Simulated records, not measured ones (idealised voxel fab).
The following is a process module called voxel self aligned vias.
cross-section cut | 285 nm wide | cells 5 nm
Cross-section format: a grid of square cells, given as bands from top to bottom; each band is one or more rows of cells. This entry defines a band. It first specifies the height of the band's top and the height of its bottom in nm, and then specifies the band's materials from left to right, stating each material with its width in nm. The word "edge to edge" identifies a single material that fills the band from edge to edge, while the word "empty" identifies empty space. Beneath 0, the wafer as received is one material, and that level is where height counting begins. The lowest band goes on downward without a bottom; it is written like "0 -> down". A width such as "30..40" changes by the same amount from each row of cells to the next, from the band's top row to its bottom row. You'll sometimes find "no modifications" written for a step, and that's the way of saying that nowhere in the cross-section did a cell change during that step. "Closed-off voids" contains a list of empty spaces, each no smaller than 8 cells and without an open way to the top, written in the form width x height at distance with the distance from the left edge and all three in nm. Note: text after step settings on the step line = simulator remark on that step. The setting "overlay nm" may be written on the line of a step. When the step uses a mask, the value reports how far to the right of the planned place the mask lay, and a negative value reports that it lay to the left.
# The process steps that were planned are listed below
1: RECEIVE with material Si
2: CONFORMAL_DEP with material SiO2, thk nm 15
3: CONFORMAL_DEP with material SiCN, thk nm 5
4: DIRECTIONAL_DEP with material lowk, thk nm 30
5: DIRECTIONAL_DEP with material aC, thk nm 10
6: PATTERN with tone open, mask id LINES, material resist, width nm 30, pitch nm 55, thk nm 25, overlay nm -15
7: DIRECTIONAL_ETCH with etch materials aC, depth nm 10
8: STRIP with etch materials resist
9: DIRECTIONAL_ETCH with etch materials lowk, depth nm 30
10: STRIP with etch materials aC
11: CONFORMAL_DEP with material TiN, thk nm 5
12: FILL_DEP with material W, thk nm 10
13: CMP with height nm 50
14: SELECTIVE_ETCH with etch materials W Ru TiN, depth nm 5
15: FILL_DEP with material SiN, thk nm 5
16: CMP with height nm 50
17: DIRECTIONAL_DEP with material lowk, thk nm 20
18: PATTERN with tone open, mask id VIAS, material resist, width nm 40, thk nm 20, overlay nm 0
19: DIRECTIONAL_ETCH with etch materials lowk, depth nm 20
20: DIRECTIONAL_ETCH with etch materials SiN, depth nm 5
21: STRIP with etch materials resist
22: CONFORMAL_DEP with material TiN, thk nm 5
23: FILL_DEP with material W, thk nm 10
24: CMP with height nm 70
25: CONFORMAL_DEP with material SiN, thk nm 5
Every wafer here starts from the same state; it is the step 6 overlay nm that distinguishes them, and the value the plan gives belongs to the first wafer.
# Cut through the first of several wafers as received, post step 1
* 0 -> down  Si edge to edge
* Closed-off voids: none
# Per wafer, end of module: cells gained (+) or lost (-) per material since receipt, then closed voids
overlay nm -15 | +57 SiCN | +65 SiN | +171 SiO2 | +44 TiN | +52 W | +466 lowk | Closed-off voids: none
overlay nm -10 | +57 SiCN | +64 SiN | +171 SiO2 | +44 TiN | +53 W | +466 lowk | Closed-off voids: none
overlay nm -5 | +57 SiCN | +63 SiN | +171 SiO2 | +44 TiN | +54 W | +466 lowk | Closed-off voids: none
overlay nm 0 | +57 SiCN | +63 SiN | +171 SiO2 | +44 TiN | +54 W | +466 lowk | Closed-off voids: none
overlay nm 5 | +57 SiCN | +63 SiN | +171 SiO2 | +44 TiN | +54 W | +466 lowk | Closed-off voids: none
overlay nm 10 | +57 SiCN | +64 SiN | +171 SiO2 | +44 TiN | +53 W | +466 lowk | Closed-off voids: none
overlay nm 15 | +57 SiCN | +65 SiN | +171 SiO2 | +44 TiN | +52 W | +466 lowk | Closed-off voids: none
